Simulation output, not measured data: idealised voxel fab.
Title: Process Module voxel fin reveal
Displayed cross-section: cut, width of 260 nm, square cells sized 5 nm.
In what follows, cross-sections appear as grids of square cells, described through bands that run from the top down, where every band is one or more rows of cells.
Heads up on the band format: heights come first, top then bottom, in nm. After that it's the materials left to right, each with its width in nm. A single material flagged "full width" fills the whole band edge to edge, and "air" means there's empty space there.
Ref level 0: as-received wafer is one material below here. Bottom band extends down with no lower bound ("0 nm and below").
The expression "30..40" gives the width at the extremes of the band, the first number at its top row of cells and the second at its bottom row, with the width changing by equal amounts from each row to the next in between.
"nothing got changed" after a step means that no cell of the cross-section changed.
Reported under the label "Fully sealed voids" are the empty spaces having no open way to the top and comprising 8 cells or more; the notation for each is width x height at distance, in which the distance is measured from the left edge and all three values are in nm.
Heads up: the bit after the settings on a step's line is the simulator's remark on that step.
What "overlay nm" on a step's line means: if the step has a mask, that mask lay this far to the right of its planned place, or, when the value is negative, to the left.
THESE ARE THE STEPS WE PLANNED FOR THE PROCESS
1: RECEIVE,material Si
2: CONFORMAL_DEP,material SiN,thk nm 5
3: DIRECTIONAL_DEP,material aC,thk nm 10
4: PATTERN,tone cover,mask id FINS,material resist,width nm 15,pitch nm 35,thk nm 25,overlay nm 0
5: DIRECTIONAL_ETCH,etch materials aC,depth nm 5
6: STRIP,etch materials resist
7: DIRECTIONAL_ETCH,etch materials SiN,depth nm 5
8: DIRECTIONAL_ETCH,etch materials Si,depth nm 35
9: STRIP,etch materials aC
10: FILL_DEP,material SiO2,thk nm 5
11: CMP,height nm 5
12: SELECTIVE_ETCH,etch materials SiO2,depth nm 25
13: STRIP,etch materials SiN
14: CONFORMAL_DEP,material HfO2,thk nm 5
What sets these wafers apart? The depth nm at step 5. They all start alike, and the plan carries the first wafer's value.
FIRST WAFER AS RECEIVED, AFTER STEP 1
    0 nm and below  Si full width
    Fully sealed voids: none
END OF THE MODULE, PAST ITS LAST STEP, STEP 14: HOW THE FIRST OF SEVERAL WAFERS LOOKS IN CROSS-SECTION
    5 nm to 0 nm  HfO2 full width
    0 nm and below  Si full width
    Fully sealed voids: none
LAST WAFER X-SEC, END OF MODULE
    5 nm to 0 nm  65 of air, 25 of HfO2, 10 of air, 25 of HfO2, 10 of air, 25 of HfO2, 10 of air, 25 of HfO2, 65 of air
    0 nm to -15 nm  65 of air, 5 of HfO2, 15 of Si, 5 of HfO2, 10 of air, 5 of HfO2, 15 of Si, 5 of HfO2, 10 of air, 5 of HfO2, 15 of Si, 5 of HfO2, 10 of air, 5 of HfO2, 15 of Si, 5 of HfO2, 65 of air
    -15 nm to -20 nm  70 of HfO2, 15 of Si, 20 of HfO2, 15 of Si, 20 of HfO2, 15 of Si, 20 of HfO2, 15 of Si, 70 of HfO2
    -20 nm to -35 nm  70 of SiO2, 15 of Si, 20 of SiO2, 15 of Si, 20 of SiO2, 15 of Si, 20 of SiO2, 15 of Si, 70 of SiO2
    -35 nm and below  Si full width
    Fully sealed voids: none
HERE IS HOW TO READ THE ROWS: EVERY WAFER HAS A ROW, AND IT SHOWS THE WAFER AT THE END OF THE MODULE, GIVING FOR EACH MATERIAL HOW MANY CELLS WERE GAINED (+) OR LOST (-) SINCE THE WAFER WAS RECEIVED, THEN LISTING ITS CLOSED VOIDS
depth nm 5; +52 HfO2; Fully sealed voids: none
depth nm 10; +84 HfO2; -280 Si; +120 SiO2; Fully sealed voids: none
depth nm 15; +84 HfO2; -280 Si; +120 SiO2; Fully sealed voids: none
depth nm 20; +84 HfO2; -280 Si; +120 SiO2; Fully sealed voids: none
depth nm 25; +84 HfO2; -280 Si; +120 SiO2; Fully sealed voids: none
